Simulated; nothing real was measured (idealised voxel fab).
process module | voxel capacitor over wiring
cross-section cut | 275 nm wide | cells 5 nm
A cross-section is a grid of square cells, given in bands from the top down. A band is one or more rows of cells.
Each band's line starts with the height of the band's top and of its bottom, in nm. Then come its materials from left to right, each with its width in nm. One material with "throughout" fills the band from edge to edge. "air" is empty space.
Height 0 is the level under which the wafer as received is all one material. The lowest band goes on downwards, as in "0 down".
A width such as "30 to 40" changes by the same amount from each row of cells to the next, from the band's top row to its bottom row.
"no change" after a step means that no cell of the cross-section changed.
closed voids: empty space of 8 cells or more with no open way to the top, each as width x height at its distance from the left edge, in nm
after a step's settings: what the simulator itself notes on the step
overlay nm, on a step with a mask: how far to the right of its planned place the mask lay; to the left if negative
plan
1 op RECEIVE | material Si
2 op CONFORMAL_DEP | material SiO2 | thk nm 10
3 op DIRECTIONAL_DEP | material TiN | thk nm 5
4 op DIRECTIONAL_DEP | material Ru | thk nm 20
5 op PATTERN | tone cover | mask id METAL_1 | material resist | width nm 20 | pitch nm 75 | thk nm 20 | overlay nm 0
6 op DIRECTIONAL_ETCH | etch materials Ru | depth nm 20
7 op DIRECTIONAL_ETCH | etch materials TiN | depth nm 5
8 op STRIP | etch materials resist
9 op CONFORMAL_DEP | material SiN | thk nm 5
10 op FILL_DEP | material SiO2 | thk nm 5
11 op CMP | height nm 35
12 op CONFORMAL_DEP | material SiCN | thk nm 5
13 op DIRECTIONAL_DEP | material SiO2 | thk nm 15
14 op DIRECTIONAL_DEP | material aC | thk nm 15
15 op PATTERN | tone open | mask id PLUG_1 | material resist | width nm 15 | thk nm 30 | overlay nm 0
16 op DIRECTIONAL_ETCH | etch materials aC | depth nm 15
17 op STRIP | etch materials resist
18 op DIRECTIONAL_ETCH | etch materials SiO2 | depth nm 15
19 op DIRECTIONAL_ETCH | etch materials SiCN | depth nm 5
20 op STRIP | etch materials aC
21 op CONFORMAL_DEP | material TiN | thk nm 5
22 op FILL_DEP | material Ru | thk nm 5
23 op CMP | height nm 55
24 op DIRECTIONAL_DEP | material TiN | thk nm 5
25 op DIRECTIONAL_DEP | material Al2O3 | thk nm 5
26 op DIRECTIONAL_DEP | material TiN | thk nm 5
27 op MASKED_ETCH | tone cover | mask id UPPER_PLATE | width nm 60 | etch materials TiN | depth nm 5 | overlay nm 0
28 op MASKED_ETCH | tone cover | mask id UPPER_PLATE | width nm 60 | etch materials Al2O3 | depth nm 5 | overlay nm 0
29 op PATTERN | tone cover | mask id LOWER_PLATE | material resist | width nm 70 | thk nm 15 | overlay nm 0
30 op DIRECTIONAL_ETCH | etch materials TiN | depth nm 5
31 op STRIP | etch materials resist
32 op FILL_DEP | material SiO2 | thk nm 15
33 op CMP | height nm 80
34 op PATTERN | tone open | mask id PLUG_2 | material resist | width nm 15 | thk nm 20 | overlay nm 0
35 op DIRECTIONAL_ETCH | etch materials SiO2 | depth nm 10
36 op STRIP | etch materials resist
37 op CONFORMAL_DEP | material TiN | thk nm 5
38 op FILL_DEP | material Ru | thk nm 5
39 op CMP | height nm 80
40 op CONFORMAL_DEP | material SiCN | thk nm 5
as received, after step 1
  0 down: Si throughout
  closed voids: none
a wafer at the end: this start, this plan, one mistake
  95 to 80: SiCN throughout
  80 to 75: SiO2 105 | TiN 5 | Ru 5 | TiN 5 | SiO2 155
  75 to 65: SiO2 105 to 95 | TiN 15 to 60 | SiO2 155 to 120
  65 to 60: SiO2 95 | Al2O3 60 | SiO2 120
  60 to 55: SiO2 90 | TiN 70 | SiO2 115
  55 to 40: SiO2 95 | TiN 5 | Ru 5 | TiN 5 | SiO2 165
  40 to 35: SiCN 95 | TiN 15 | SiCN 165
  35 to 15: SiO2 85 | SiN 5 | Ru 20 | SiN 5 | SiO2 45 | SiN 5 | Ru 20 | SiN 5 | SiO2 85
  15 to 10: SiN 90 | TiN 20 | SiN 55 | TiN 20 | SiN 90
  10 to 0: SiO2 throughout
  0 down: Si throughout
  closed voids: none
what went wrong: step 40 ran as: op CONFORMAL_DEP | material SiCN | thk nm 15
